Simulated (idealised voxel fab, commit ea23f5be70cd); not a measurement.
process module | voxel tone inversion
cross-section cut | 275 nm wide | cells 5 nm
A cross-section is a grid of square cells, given in bands from the top down. A band is one or more rows of cells.
Each band's line starts with the height of the band's top and of its bottom, in nm. Then come its materials from left to right, each with its width in nm. One material with "throughout" fills the band from edge to edge. "air" is empty space.
Height 0 is the level under which the wafer as received is all one material. The lowest band goes on downwards, as in "0 down".
A width such as "30 to 40" changes by the same amount from each row of cells to the next, from the band's top row to its bottom row.
"no change" after a step means that no cell of the cross-section changed.
closed voids: empty space of 8 cells or more with no open way to the top, each as width x height at its distance from the left edge, in nm
after a step's settings: what the simulator itself notes on the step
overlay nm, on a step with a mask: how far to the right of its planned place the mask lay; to the left if negative
plan
1 op RECEIVE | material Si
2 op CONFORMAL_DEP | material SiCN | thk nm 10
3 op DIRECTIONAL_DEP | material polySi | thk nm 15
4 op PATTERN | tone cover | mask id POSTS | material resist | width nm 20 | pitch nm 40 | thk nm 25 | overlay nm 0
5 op DIRECTIONAL_ETCH | etch materials polySi | depth nm 15
6 op STRIP | etch materials resist
7 op FILL_DEP | material lowk | thk nm 10
8 op CMP | height nm 25
9 op STRIP | etch materials polySi
10 op CONFORMAL_DEP | material TiN | thk nm 5
11 op FILL_DEP | material Ru | thk nm 10
12 op CMP | height nm 25
13 op CONFORMAL_DEP | material SiN | thk nm 5
as received, after step 1
  0 down: Si throughout
  closed voids: none
first wafer at the end, as planned
  30 to 25: SiN throughout
  25 to 15: lowk 65 | TiN 5 | Ru 10 | TiN 5 | lowk 20 | TiN 5 | Ru 10 | TiN 5 | lowk 20 | TiN 5 | Ru 10 | TiN 5 | lowk 20 | TiN 5 | Ru 10 | TiN 5 | lowk 70
  15 to 10: lowk 65 | TiN 20 | lowk 20 | TiN 20 | lowk 20 | TiN 20 | lowk 20 | TiN 20 | lowk 70
  10 to 0: SiCN throughout
  0 down: Si throughout
  closed voids: none
second wafer at the end: like start, like plan, one mistake
  30 to 25: SiN throughout
  25 to 15: SiCN throughout
  15 to 0: polySi throughout
  0 down: Si throughout
  closed voids: none
what went wrong: steps 2 and 3 were swapped
at the end the second wafer has, in cells: 16 fewer of Ru | 32 fewer of TiN | 117 fewer of lowk | 165 more of polySi
